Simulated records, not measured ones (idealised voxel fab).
Documented hereafter: the process module known as voxel self aligned vias.
It is cross-section cut that appears here, measuring 225 nm in width, its square cells being 5 nm in size.
The cross-sections in this document take the form of a grid made of square cells. They are written out as bands, in order from top to bottom. Each band consists of one or more rows of cells.
Band: top height; bottom height; in nm. Then, left to right: material with width in nm, for each material. "edge to edge": a single material spanning edge to edge. "blank": empty space.
The level at which height equals 0 is the one under which the wafer, as it arrives, is entirely one material. No lower edge exists for the bottom band, which continues downward and is notated as in "top 0, no bottom".
With a width like "30->40", each row of cells in the band differs from the next by the same amount, the top row carrying the first number and the bottom row the second.
When a step is marked "no change occurred", none of the cells in the cross-section changed during that step.
Look at "Listed closed voids" for the closed voids: empty spaces with no open path to the top, sized 8 cells or up. Each is width x height at distance, distance from the left edge, all nm.
Past the settings on a step's line: simulator remark, on that step.
overlay nm: mask right of planned place by this much (step with mask). Neg. = left.

**Planned process steps**
step 1: RECEIVE, material Si
step 2: CONFORMAL_DEP, material SiO2, thk nm 10
step 3: CONFORMAL_DEP, material SiCN, thk nm 5
step 4: DIRECTIONAL_DEP, material SiO2, thk nm 20
step 5: PATTERN, tone open, mask id LINES, material resist, width nm 25, pitch nm 60, thk nm 15, overlay nm 0
step 6: DIRECTIONAL_ETCH, etch materials SiO2, depth nm 20
step 7: STRIP, etch materials resist
step 8: CONFORMAL_DEP, material TiN, thk nm 5
step 9: FILL_DEP, material Ru, thk nm 5
step 10: CMP, height nm 35
step 11: SELECTIVE_ETCH, etch materials W Ru TiN, depth nm 10
step 12: FILL_DEP, material SiN, thk nm 5
step 13: CMP, height nm 35
step 14: DIRECTIONAL_DEP, material SiO2, thk nm 15
step 15: MASKED_ETCH, tone open, mask id VIAS, width nm 45, pitch nm 120, etch materials SiO2, depth nm 15, overlay nm 0
step 16: MASKED_ETCH, tone open, mask id VIAS, width nm 45, pitch nm 120, etch materials SiN, depth nm 10, overlay nm 0
step 17: CONFORMAL_DEP, material TiN, thk nm 5
step 18: FILL_DEP, material Cu, thk nm 5
step 19: CMP, height nm 50
step 20: CONFORMAL_DEP, material SiN, thk nm 5

**as received, after step 1**
	top 0, no bottom  Si edge to edge
	Listed closed voids: none

**Cross-section taken at module completion on the first of two wafers; processed per the plan**
	top 55, bottom 50  SiN edge to edge
	top 50, bottom 40  SiO2: 30, TiN: 5, Cu: 35, TiN: 5, SiO2: 75, TiN: 5, Cu: 35, TiN: 5, SiO2: 30
	top 40, bottom 35  SiO2: 30, TiN: 15, Cu: 15, TiN: 15, SiO2: 75, TiN: 15, Cu: 15, TiN: 15, SiO2: 30
	top 35, bottom 30  SiO2: 40, TiN: 5, Cu: 15, TiN: 5, SiO2: 35, SiN: 25, SiO2: 35, TiN: 5, Cu: 15, TiN: 5, SiO2: 40
	top 30, bottom 25  SiO2: 40, TiN: 25, SiO2: 35, SiN: 25, SiO2: 35, TiN: 25, SiO2: 40
	top 25, bottom 20  SiO2: 40, TiN: 5, Ru: 15, TiN: 5, SiO2: 35, TiN: 5, Ru: 15, TiN: 5, SiO2: 35, TiN: 5, Ru: 15, TiN: 5, SiO2: 40
	top 20, bottom 15  SiO2: 40, TiN: 25, SiO2: 35, TiN: 25, SiO2: 35, TiN: 25, SiO2: 40
	top 15, bottom 10  SiCN edge to edge
	top 10, bottom 0  SiO2 edge to edge
	top 0, no bottom  Si edge to edge
	Listed closed voids: none

**End of module, second wafer, cross-section. Started like the first, planned like the first, run with one mistake**
	top 55, bottom 50  SiN edge to edge
	top 50, bottom 40  SiO2: 30, TiN: 5, Cu: 35, TiN: 5, SiO2: 75, TiN: 5, Cu: 35, TiN: 5, SiO2: 30
	top 40, bottom 35  SiO2: 30, TiN: 15, Cu: 15, TiN: 15, SiO2: 75, TiN: 15, Cu: 15, TiN: 15, SiO2: 30
	top 35, bottom 30  SiO2: 40, TiN: 5, Cu: 15, TiN: 5, SiO2: 35, SiN: 25, SiO2: 35, TiN: 5, Cu: 15, TiN: 5, SiO2: 40
	top 30, bottom 25  SiO2: 40, TiN: 25, SiO2: 35, SiN: 25, SiO2: 35, TiN: 25, SiO2: 40
	top 25, bottom 20  SiO2: 40, TiN: 5, Ru: 15, TiN: 5, SiO2: 35, TiN: 5, Ru: 15, TiN: 5, SiO2: 35, TiN: 5, Ru: 15, TiN: 5, SiO2: 40
	top 20, bottom 15  SiO2: 40, TiN: 25, SiO2: 35, TiN: 25, SiO2: 35, TiN: 25, SiO2: 40
	top 15, bottom 10  Ru edge to edge
	top 10, bottom 0  SiO2 edge to edge
	top 0, no bottom  Si edge to edge
	Listed closed voids: none
Here's what went sideways: step 3 did not happen as planned, as run it was CONFORMAL_DEP, material Ru, thk nm 5
It is noted that, at the conclusion of processing, the second wafer exhibits a higher or lower cell count for certain materials relative to the first: 45 more of Ru, 45 fewer of SiCN
